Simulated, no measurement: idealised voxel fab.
The process module that follows is named voxel gate over fins.
The cross-section on display is named cut; it measures 205 nm wide, and its cells are 5 nm squares.
This document writes a cross-section as a grid whose cells are square, and gives it as bands, listed from the top down; one or more rows of cells form a band. Read a band's entry like this: the first values are the height of its top and the height of its bottom in nm, and what follows is the sequence of materials from left to right, each with its width in nm. Note that "empty" is empty space, and that a single material marked "edge to edge" reaches across the band from edge to edge. Zero point of the height axis is 0; under it, received wafer = one material. Lowest band: continues down indefinitely, "0 -> down". The width entry "30..40" should be interpreted row by row: the top row of cells in the band takes the first number, the bottom row takes the second number, and the change between adjacent rows is uniform throughout. Step marked "no change"? Then no cell in the cross-section changed in it. In the "Sealed internal cavities" entry, you get each enclosed empty space of 8 cells or more, one with no open way to the top, written width x height at distance, distance from the left edge, in nm. Text after the settings on a step's line: the simulator's own remark on that step. Among the settings permitted on a step's line is "overlay nm"; applied to a step with a mask, it specifies the extent to which the mask lay to the right of its planned position, whereas a negative figure signifies a position to the left.

The following list gives the planned process steps
1 RECEIVE with material Si
2 CONFORMAL_DEP with material SiN, thk nm 10
3 MASKED_ETCH with tone cover, mask id FINS, width nm 15, pitch nm 40, etch materials SiN, depth nm 10, overlay nm 0
4 MASKED_ETCH with tone cover, mask id FINS, width nm 15, pitch nm 40, etch materials Si, depth nm 40, overlay nm -15
5 FILL_DEP with material SiO2, thk nm 5
6 CMP with height nm 10
7 SELECTIVE_ETCH with etch materials SiO2, depth nm 20
8 STRIP with etch materials SiN
9 CONFORMAL_DEP with material HfO2, thk nm 5
10 CONFORMAL_DEP with material TiN, thk nm 5
11 CONFORMAL_DEP with material TiAl, thk nm 5
12 CONFORMAL_DEP with material TiN, thk nm 5
13 FILL_DEP with material W, thk nm 15
14 CMP with height nm 30
15 CONFORMAL_DEP with material SiN, thk nm 10
For this document, wafers share an identical start and vary in the step 4 overlay nm; the plan quotes the first wafer's value.

Cross-section of the first of several wafers on receipt, reflecting completion of step 1
    0 -> down = Si edge to edge
    Sealed internal cavities: none

Per-wafer rows below. For each material: cells gained (+) or lost (-) since the wafer was received, as of end of module. Then: closed voids
overlay nm -15, +49 HfO2, -232 Si, +82 SiN, +174 SiO2, +45 TiAl, +90 TiN, +120 W, Sealed internal cavities: none
overlay nm -10, +49 HfO2, -248 Si, +82 SiN, +186 SiO2, +45 TiAl, +92 TiN, +122 W, Sealed internal cavities: none
overlay nm -5, +49 HfO2, -264 Si, +82 SiN, +198 SiO2, +45 TiAl, +94 TiN, +124 W, Sealed internal cavities: none
overlay nm 0, +49 HfO2, -280 Si, +82 SiN, +210 SiO2, +47 TiAl, +94 TiN, +126 W, Sealed internal cavities: none
overlay nm 5, +49 HfO2, -264 Si, +82 SiN, +198 SiO2, +45 TiAl, +94 TiN, +124 W, Sealed internal cavities: none
overlay nm 10, +49 HfO2, -248 Si, +82 SiN, +186 SiO2, +45 TiAl, +92 TiN, +122 W, Sealed internal cavities: none
overlay nm 15, +49 HfO2, -232 Si, +82 SiN, +174 SiO2, +45 TiAl, +90 TiN, +120 W, Sealed internal cavities: none
